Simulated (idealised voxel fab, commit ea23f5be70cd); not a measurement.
The following is a process module called voxel tone inversion.
Square cells of 5 nm make up the cross-section cut, whose width is 215 nm.
Cross-section, as written here: a square-cell grid given band by band from the top down, where a band holds one or more rows of cells.
Basically the band line says how high the top is and how high the bottom is, in nm, and then what's in it from left to right, every material with its width in nm. Empty space shows up as "blank", and if a single material carries "full width" it runs the full band edge to edge.
Ref level 0: as-received wafer is one material below here. Bottom band extends down with no lower bound ("top 0, no bottom").
So if you see something like "30 to 40" for the width, read it as the top row of the band sitting at the first number and the bottom row at the second, with every row in between moving by the same amount as the last.
Step note "no alterations made" = no cross-section cell changed.
"Closed voids list" means: voids of 8 cells or more that are shut off from the top with no open way through. Written width x height at distance, distance from the left edge, in nm.
after a step's settings: what the simulator itself notes on the step
The line of a step may include "overlay nm". On a step with a mask, this value is how far to the right of its planned place the mask lay. A negative value means the mask lay to the left.

The following list gives the planned process steps
1 RECEIVE, material Si
2 CONFORMAL_DEP, material SiN, thk nm 5
3 DIRECTIONAL_DEP, material aC, thk nm 15
4 PATTERN, tone cover, mask id POSTS, material resist, width nm 20, pitch nm 50, thk nm 20, overlay nm 0
5 DIRECTIONAL_ETCH, etch materials aC, depth nm 15
6 STRIP, etch materials resist
7 FILL_DEP, material lowk, thk nm 5
8 CMP, height nm 20
9 STRIP, etch materials aC

Received-state cross-section, reflecting completion of step 1
  top 0, no bottom  Si full width
  Closed voids list: none

The first of the two wafers as seen in cross-section once the module was finished; processing followed the plan
  top 20, bottom 5  lowk (20)  blank (20)  lowk (30)  blank (20)  lowk (30)  blank (20)  lowk (30)  blank (20)  lowk (25)
  top 5, bottom 0  SiN full width
  top 0, no bottom  Si full width
  Closed voids list: none

Wafer two, sectioned after the module: the first wafer's start, the first wafer's plan, and one mistake in how it was run
  top 20, bottom 5  lowk (25)  blank (20)  lowk (30)  blank (20)  lowk (30)  blank (20)  lowk (30)  blank (20)  lowk (20)
  top 5, bottom 0  SiN full width
  top 0, no bottom  Si full width
  Closed voids list: none
Deviation noted in wafer processing: it should be noted that step 4 was executed with settings other than those planned, the operation and settings actually applied being PATTERN, tone cover, mask id POSTS, material resist, width nm 20, pitch nm 50, thk nm 20, overlay nm 5
The two final wafers agree on how many cells each material fills and disagree on which cells those are.
